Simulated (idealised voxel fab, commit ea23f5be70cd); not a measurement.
The following is a process module called voxel ribs on slabs.
Section cut is 205 nm wide and gridded with 5 nm square cells.
How to read a cross-section here: the picture is a grid of square cells, written as bands going from the top down, and any band can span one or more rows of cells.
Heads up on the band format: heights come first, top then bottom, in nm. After that it's the materials left to right, each with its width in nm. A single material flagged "all across" fills the whole band edge to edge, and "empty" means there's empty space there.
The reference from which all heights are counted is 0, the level beneath which the as-received wafer is entirely one material; the lowest band, having no lower bound, proceeds downward and is written after the example "z 0 and below".
The two numbers in a width such as "30->40" mark its ends across the band: the first belongs to the top row of cells, the second to the bottom row, and from each row to the next the width moves by the same amount.
Step marked "changes: none"? Then no cell in the cross-section changed in it.
The label "Non-vented voids" introduces a list of the empty spaces, 8 cells or larger, that have no open way up to the top; each entry in it reads width x height at distance, where the distance is taken from the left edge and all three are stated in nm.
That trailing text on a step's line, after the settings, is the simulator's own remark on the step.
overlay nm: right-of-plan distance of the mask on a masked step; negative values mean left-of-plan.
STEPS PLANNED FOR THE PROCESS
1,RECEIVE: material Si
2,DIRECTIONAL_DEP: material SiO2, thk nm 30
3,DIRECTIONAL_DEP: material polySi, thk nm 15
4,PATTERN: tone cover, mask id RIB, material resist, width nm 30, thk nm 20, overlay nm 0
5,DIRECTIONAL_ETCH: etch materials polySi, depth nm 5
6,STRIP: etch materials resist
7,PATTERN: tone cover, mask id SLAB, material resist, width nm 80, thk nm 20, overlay nm 0
8,DIRECTIONAL_ETCH: etch materials polySi, depth nm 10
9,STRIP: etch materials resist
10,FILL_DEP: material SiO2, thk nm 20
11,CMP: height nm 60
12,DIRECTIONAL_DEP: material TiN, thk nm 10
13,DIRECTIONAL_DEP: material aC, thk nm 15
14,PATTERN: tone cover, mask id HEATER, material resist, width nm 40, thk nm 35, overlay nm 0
15,DIRECTIONAL_ETCH: etch materials aC, depth nm 15
16,STRIP: etch materials resist
17,DIRECTIONAL_ETCH: etch materials TiN, depth nm 10
18,STRIP: etch materials aC
19,CONFORMAL_DEP: material SiN, thk nm 5
WHAT FOLLOWS COVERS THE FIRST OF TWO WAFERS; IT RAN AS PLANNED
CROSS-SECTION, INCOMING MATERIAL, AFTER STEP 1
- z 0 and below = Si all across
- Non-vented voids: none
STEP 2 COMPLETE: CROSS-SECTION THROUGH THE WAFER
- z 30 to 0 = SiO2 all across
- All layers under 0 are left as they were.
STEP 3 COMPLETE: CROSS-SECTION THROUGH THE WAFER
- z 45 to 30 = polySi all across
- All layers under 30 are left as they were.
STEP 4 COMPLETE: CROSS-SECTION THROUGH THE WAFER
- z 65 to 45 = 85 empty | 30 resist | 90 empty
- All layers under 45 are left as they were.
STEP 5 COMPLETE: CROSS-SECTION THROUGH THE WAFER
- z 65 to 45 = 85 empty | 30 resist | 90 empty
- z 45 to 40 = 85 empty | 30 polySi | 90 empty
- All layers under 40 are left as they were.
STEP 6 COMPLETE: CROSS-SECTION THROUGH THE WAFER
- z 45 to 40 = 85 empty | 30 polySi | 90 empty
- All layers under 40 are left as they were.
STEP 7 COMPLETE: CROSS-SECTION THROUGH THE WAFER
- z 65 to 45 = 60 empty | 80 resist | 65 empty
- z 45 to 40 = 60 empty | 25 resist | 30 polySi | 25 resist | 65 empty
- All layers under 40 are left as they were.
STEP 8 COMPLETE: CROSS-SECTION THROUGH THE WAFER
- z 65 to 45 = 60 empty | 80 resist | 65 empty
- z 45 to 40 = 60 empty | 25 resist | 30 polySi | 25 resist | 65 empty
- z 40 to 30 = 60 empty | 80 polySi | 65 empty
- All layers under 30 are left as they were.
STEP 9 COMPLETE: CROSS-SECTION THROUGH THE WAFER
- z 45 to 40 = 85 empty | 30 polySi | 90 empty
- All layers under 40 are left as they were.
STEP 10 COMPLETE: CROSS-SECTION THROUGH THE WAFER
- z 65 to 45 = SiO2 all across
- z 45 to 40 = 85 SiO2 | 30 polySi | 90 SiO2
- z 40 to 30 = 60 SiO2 | 80 polySi | 65 SiO2
- All layers under 30 are left as they were.
STEP 11 COMPLETE: CROSS-SECTION THROUGH THE WAFER
- z 60 to 45 = SiO2 all across
- All layers under 45 are left as they were.
STEP 12 COMPLETE: CROSS-SECTION THROUGH THE WAFER
- z 70 to 60 = TiN all across
- All layers under 60 are left as they were.
STEP 13 COMPLETE: CROSS-SECTION THROUGH THE WAFER
- z 85 to 70 = aC all across
- All layers under 70 are left as they were.
STEP 14 COMPLETE: CROSS-SECTION THROUGH THE WAFER
- z 120 to 85 = 80 empty | 40 resist | 85 empty
- All layers under 85 are left as they were.
STEP 15 COMPLETE: CROSS-SECTION THROUGH THE WAFER
- z 105 to 85 = 80 empty | 40 resist | 85 empty
- z 85 to 70 = 80 empty | 40 aC | 85 empty
- All layers under 70 are left as they were.
STEP 16 COMPLETE: CROSS-SECTION THROUGH THE WAFER
- z 85 to 70 = 80 empty | 40 aC | 85 empty
- All layers under 70 are left as they were.
STEP 17 COMPLETE: CROSS-SECTION THROUGH THE WAFER
- z 85 to 70 = 80 empty | 40 aC | 85 empty
- z 70 to 60 = 80 empty | 40 TiN | 85 empty
- All layers under 60 are left as they were.
STEP 18 COMPLETE: CROSS-SECTION THROUGH THE WAFER
- z 70 to 60 = 80 empty | 40 TiN | 85 empty
- All layers under 60 are left as they were.
STEP 19 COMPLETE: CROSS-SECTION THROUGH THE WAFER
- z 75 to 70 = 75 empty | 50 SiN | 80 empty
- z 70 to 65 = 75 empty | 5 SiN | 40 TiN | 5 SiN | 80 empty
- z 65 to 60 = 80 SiN | 40 TiN | 85 SiN
- All layers under 60 are left as they were.
SECOND WAFER (IDENTICAL START AND PLAN, ONE PROCESSING ERROR; MATCHES FIRST WAFER THROUGH STEP 13)
CROSS-SECTION OF THE SECOND WAFER WHEN, ACCORDING TO PLAN, STEP 14 SHOULD HAVE FINISHED
- z 120 to 85 = 80 resist | 40 empty | 85 resist
- All layers under 85 are left as they were.
CROSS-SECTION OF THE SECOND WAFER WHEN, ACCORDING TO PLAN, STEP 15 SHOULD HAVE FINISHED
- z 105 to 85 = 80 resist | 40 empty | 85 resist
- z 85 to 70 = 80 aC | 40 empty | 85 aC
- All layers under 70 are left as they were.
CROSS-SECTION OF THE SECOND WAFER WHEN, ACCORDING TO PLAN, STEP 16 SHOULD HAVE FINISHED
- z 85 to 70 = 80 aC | 40 empty | 85 aC
- All layers under 70 are left as they were.
CROSS-SECTION OF THE SECOND WAFER WHEN, ACCORDING TO PLAN, STEP 17 SHOULD HAVE FINISHED
- z 85 to 70 = 80 aC | 40 empty | 85 aC
- z 70 to 60 = 80 TiN | 40 empty | 85 TiN
- All layers under 60 are left as they were.
CROSS-SECTION OF THE SECOND WAFER WHEN, ACCORDING TO PLAN, STEP 18 SHOULD HAVE FINISHED
- z 70 to 60 = 80 TiN | 40 empty | 85 TiN
- All layers under 60 are left as they were.
CROSS-SECTION OF THE SECOND WAFER WHEN, ACCORDING TO PLAN, STEP 19 SHOULD HAVE FINISHED
- z 75 to 70 = 85 SiN | 30 empty | 90 SiN
- z 70 to 65 = 80 TiN | 5 SiN | 30 empty | 5 SiN | 85 TiN
- z 65 to 60 = 80 TiN | 40 SiN | 85 TiN
- All layers under 60 are left as they were.
The plan and the run diverged here: step 14, actual vs plan mismatch, actual run PATTERN: tone open, mask id HEATER, material resist, width nm 40, thk nm 35, overlay nm 0
Final tally in cells, some materials are higher or lower on the second wafer than on the first: 50 more of TiN
